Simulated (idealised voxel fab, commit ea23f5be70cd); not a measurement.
The following process module bears the name voxel self aligned vias.
Shown is cross-section cut, with a width of 210 nm and square cells of size 5 nm.
Think of the cross-section as a grid of square cells. We describe it in bands, top to bottom, and each band covers one or more rows of those cells. The entry gives the band's vertical extent as a top height and a bottom height in nm, then its horizontal make-up as materials from left to right, each with a width in nm. "blank" stands for empty space; a single material marked "everywhere" fills the band edge to edge. Height reference: 0 = level under which incoming wafer is all one material. Lowest band: no bottom, runs on downward, e.g. "top 0, no bottom". So if you see something like "30->40" for the width, read it as the top row of the band sitting at the first number and the bottom row at the second, with every row in between moving by the same amount as the last. Basically "stayed the same" means that step didn't change any cell in the cross-section. The entry titled "Trapped void list" provides the empty spaces that have no open way to the top, restricted to those of 8 cells or more. Each is presented as width x height at distance, the distance being measured from the left edge, with all three in nm. The remark found on a step's line after its settings is issued by the simulator itself and pertains to that step. The "overlay nm" setting may appear on a step's line; for a step that uses a mask, it gives how far to the right of its planned position the mask lay, and a negative value indicates the left.
## Set out below are the planned steps of the process
1. RECEIVE,material Si
2. CONFORMAL_DEP,material SiO2,thk nm 15
3. CONFORMAL_DEP,material SiCN,thk nm 5
4. DIRECTIONAL_DEP,material SiO2,thk nm 30
5. DIRECTIONAL_DEP,material aC,thk nm 15
6. PATTERN,tone open,mask id LINES,material resist,width nm 30,pitch nm 65,thk nm 30,overlay nm 0
7. DIRECTIONAL_ETCH,etch materials aC,depth nm 15
8. STRIP,etch materials resist
9. DIRECTIONAL_ETCH,etch materials SiO2,depth nm 30
10. STRIP,etch materials aC
11. CONFORMAL_DEP,material TiN,thk nm 5
12. FILL_DEP,material W,thk nm 10
13. CMP,height nm 50
14. SELECTIVE_ETCH,etch materials W Ru TiN,depth nm 5
15. FILL_DEP,material SiN,thk nm 10
16. CMP,height nm 50
17. DIRECTIONAL_DEP,material SiO2,thk nm 20
18. PATTERN,tone open,mask id VIAS,material resist,width nm 40,thk nm 15,overlay nm 0
19. DIRECTIONAL_ETCH,etch materials SiO2,depth nm 20
20. DIRECTIONAL_ETCH,etch materials SiN,depth nm 5
21. STRIP,etch materials resist
22. CONFORMAL_DEP,material TiN,thk nm 5
23. FILL_DEP,material Ru,thk nm 10
24. CMP,height nm 70
25. CONFORMAL_DEP,material SiN,thk nm 5
## As-received wafer cross-section (after step 1)
top 0, no bottom | Si everywhere
Trapped void list: none
## First of two wafers: cross-section at end of module, run per plan
top 75, bottom 70 | SiN everywhere
top 70, bottom 55 | 50 of SiO2; 5 of TiN; 30 of Ru; 5 of TiN; 120 of SiO2
top 55, bottom 50 | 50 of SiO2; 10 of TiN; 20 of Ru; 10 of TiN; 120 of SiO2
top 50, bottom 45 | 55 of SiO2; 30 of TiN; 35 of SiO2; 30 of SiN; 60 of SiO2
top 45, bottom 25 | 55 of SiO2; 5 of TiN; 20 of W; 5 of TiN; 35 of SiO2; 5 of TiN; 20 of W; 5 of TiN; 60 of SiO2
top 25, bottom 20 | 55 of SiO2; 30 of TiN; 35 of SiO2; 30 of TiN; 60 of SiO2
top 20, bottom 15 | SiCN everywhere
top 15, bottom 0 | SiO2 everywhere
top 0, no bottom | Si everywhere
Trapped void list: none
## Wafer two cross-section, module end. Start and plan unchanged from wafer one; one mistake made during the run
top 75, bottom 70 | TiN everywhere
top 70, bottom 55 | 50 of SiO2; 5 of TiN; 30 of Ru; 5 of TiN; 120 of SiO2
top 55, bottom 50 | 50 of SiO2; 10 of TiN; 20 of Ru; 10 of TiN; 120 of SiO2
top 50, bottom 45 | 55 of SiO2; 30 of TiN; 35 of SiO2; 30 of SiN; 60 of SiO2
top 45, bottom 25 | 55 of SiO2; 5 of TiN; 20 of W; 5 of TiN; 35 of SiO2; 5 of TiN; 20 of W; 5 of TiN; 60 of SiO2
top 25, bottom 20 | 55 of SiO2; 30 of TiN; 35 of SiO2; 30 of TiN; 60 of SiO2
top 20, bottom 15 | SiCN everywhere
top 15, bottom 0 | SiO2 everywhere
top 0, no bottom | Si everywhere
Trapped void list: none
Which mistake was made when the wafer was run? step 25 ran differently from the plan; actual operation with settings: CONFORMAL_DEP,material TiN,thk nm 5
FYI, end of process, the second wafer has more or fewer cells of some materials than the first: 42 fewer of SiN | 42 more of TiN
